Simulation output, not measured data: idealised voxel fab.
The name of this process module is voxel double patterning.
Square cell edge 5 nm, section width 250 nm, ID cut.
Square cells in a grid make up a cross-section in this document, and the grid is given as bands, listed from the top down, each one or more rows of cells. Top, bottom (nm), then materials left to right with widths (nm); lone material tagged "everywhere" fills the whole band edge to edge; "blank" = empty space. The reference from which all heights are counted is 0, the level beneath which the as-received wafer is entirely one material; the lowest band, having no lower bound, proceeds downward and is written after the example "z 0 and below". Top row gets the first number, bottom row gets the second, and each row in between changes by the same step: that is how a band width like "30->40" works. "nothing altered" means the step left every cell of the cross-section as it was. "Sealed-off cavities" lists enclosed empty spaces (at least 8 cells, no open path upward to the top), each as width x height at distance from the left edge, in nm. Formally, on a step line, whatever follows the settings is a remark that the simulator itself makes on the step. A step line may carry the setting "overlay nm", which, for steps involving a mask, states the distance by which the mask lay to the right of its intended position; negative values denote displacement to the left.
The process steps that were planned are listed below
1: RECEIVE: material Si
2: CONFORMAL_DEP: material SiO2, thk nm 5
3: DIRECTIONAL_DEP: material polySi, thk nm 10
4: DIRECTIONAL_DEP: material SiCN, thk nm 10
5: DIRECTIONAL_DEP: material aC, thk nm 10
6: PATTERN: tone open, mask id FIRST, material resist, width nm 15, pitch nm 50, thk nm 25, overlay nm 0
7: DIRECTIONAL_ETCH: etch materials aC, depth nm 10
8: STRIP: etch materials resist
9: DIRECTIONAL_ETCH: etch materials SiCN, depth nm 10
10: STRIP: etch materials aC
11: PATTERN: tone open, mask id SECOND, material resist, width nm 15, pitch nm 50, thk nm 20, overlay nm 0
12: DIRECTIONAL_ETCH: etch materials SiCN, depth nm 10
13: STRIP: etch materials resist
14: DIRECTIONAL_ETCH: etch materials polySi, depth nm 10
15: STRIP: etch materials SiCN
The width nm used in step 11 is not the same on every wafer, whereas the starting condition is; the value printed in the plan is the first wafer's.
This is how the first of several wafers looked in cross-section when it arrived, which is after step 1
	z 0 and below = Si everywhere
	Sealed-off cavities: none
Post step 15, the closing step of the module: first of several wafers, cross-sectioned
	z 15 to 5 = polySi (65); blank (15); polySi (10); blank (15); polySi (10); blank (15); polySi (10); blank (15); polySi (10); blank (15); polySi (70)
	z 5 to 0 = SiO2 everywhere
	z 0 and below = Si everywhere
	Sealed-off cavities: none
Here we cross-sectioned the last of the wafers once the module was done
	z 15 to 5 = polySi (65); blank (15); polySi (5); blank (45); polySi (5); blank (45); polySi (70)
	z 5 to 0 = SiO2 everywhere
	z 0 and below = Si everywhere
	Sealed-off cavities: none
Wafer rows; end of module; cells per material since receipt: (+) gained, (-) lost; then closed voids
width nm 15 | +50 SiO2 | +70 polySi | Sealed-off cavities: none
width nm 20 | +50 SiO2 | +66 polySi | Sealed-off cavities: none
width nm 25 | +50 SiO2 | +62 polySi | Sealed-off cavities: none
width nm 30 | +50 SiO2 | +58 polySi | Sealed-off cavities: none
